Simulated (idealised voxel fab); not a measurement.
Herein follows the process module entitled voxel plated lines.
Square cell edge 5 nm, section width 245 nm, ID cut.
We lay out every cross-section as a grid of square cells and spell it out in bands from the top down, where one band means one or more rows of cells. Band: top height; bottom height; in nm. Then, left to right: material with width in nm, for each material. "edge to edge": a single material spanning edge to edge. "air": empty space. Height reference: 0 = level under which incoming wafer is all one material. Lowest band: no bottom, runs on downward, e.g. "0 nm and below". With a width like "30->40", each row of cells in the band differs from the next by the same amount, the top row carrying the first number and the bottom row the second. "no change" (step): cross-section cells unchanged, all of them. So "Closed internal cavities" is basically the list of trapped voids: any empty space of 8 cells or more that can't reach the top through an opening. They're written width x height at distance, the distance being from the left edge, and it's all nm. Whatever follows a step's settings on its line is a remark the simulator itself makes about that step. Each step line may optionally specify "overlay nm", which for a step with a mask gives the rightward distance between the mask's planned place and where it lay, a negative value indicating the leftward direction.
THE STEPS PLANNED FOR THE PROCESS ARE AS FOLLOWS
1,op RECEIVE | material Si
2,op CONFORMAL_DEP | material SiN | thk nm 10
3,op DIRECTIONAL_DEP | material TiN | thk nm 5
4,op PATTERN | tone open | mask id LINES | material resist | width nm 30 | pitch nm 55 | thk nm 35 | overlay nm 0
5,op EPI | material Ru | thk nm 10
6,op EPI | material Ru | thk nm 5
7,op EPI | material Ru | thk nm 5
8,op STRIP | etch materials resist
9,op DIRECTIONAL_ETCH | etch materials TiN | depth nm 5
10,op CONFORMAL_DEP | material SiO2 | thk nm 5
SO THIS IS THE INCOMING WAFER IN CROSS-SECTION - IT'S ALREADY BEEN THROUGH STEP 1
0 nm and below | Si edge to edge
Closed internal cavities: none
RUN AS PLANNED - FIRST OF THE TWO WAFERS CROSS-SECTIONED AT THE END OF THE MODULE
40 nm to 35 nm | 20 of air, 40 of SiO2, 15 of air, 40 of SiO2, 15 of air, 40 of SiO2, 15 of air, 40 of SiO2, 20 of air
35 nm to 15 nm | 20 of air, 5 of SiO2, 30 of Ru, 5 of SiO2, 15 of air, 5 of SiO2, 30 of Ru, 5 of SiO2, 15 of air, 5 of SiO2, 30 of Ru, 5 of SiO2, 15 of air, 5 of SiO2, 30 of Ru, 5 of SiO2, 20 of air
15 nm to 10 nm | 25 of SiO2, 30 of TiN, 25 of SiO2, 30 of TiN, 25 of SiO2, 30 of TiN, 25 of SiO2, 30 of TiN, 25 of SiO2
10 nm to 0 nm | SiN edge to edge
0 nm and below | Si edge to edge
Closed internal cavities: none
CROSS-SECTION AT END OF MODULE FOR THE SECOND WAFER OF TWO, WHICH MATCHED THE FIRST IN STARTING POINT AND PLAN AND DIFFERED BY ONE MISTAKE IN ITS PROCESSING
50 nm to 45 nm | 20 of air, 40 of SiO2, 15 of air, 40 of SiO2, 15 of air, 40 of SiO2, 15 of air, 40 of SiO2, 20 of air
45 nm to 15 nm | 20 of air, 5 of SiO2, 30 of Ru, 5 of SiO2, 15 of air, 5 of SiO2, 30 of Ru, 5 of SiO2, 15 of air, 5 of SiO2, 30 of Ru, 5 of SiO2, 15 of air, 5 of SiO2, 30 of Ru, 5 of SiO2, 20 of air
15 nm to 10 nm | 25 of SiO2, 30 of TiN, 25 of SiO2, 30 of TiN, 25 of SiO2, 30 of TiN, 25 of SiO2, 30 of TiN, 25 of SiO2
10 nm to 0 nm | SiN edge to edge
0 nm and below | Si edge to edge
Closed internal cavities: none
Short version of what went wrong: heads up, step 5 of the plan got done twice
The second wafer ends with more or fewer cells of some materials than the first, per final count: +48 Ru | +16 SiO2
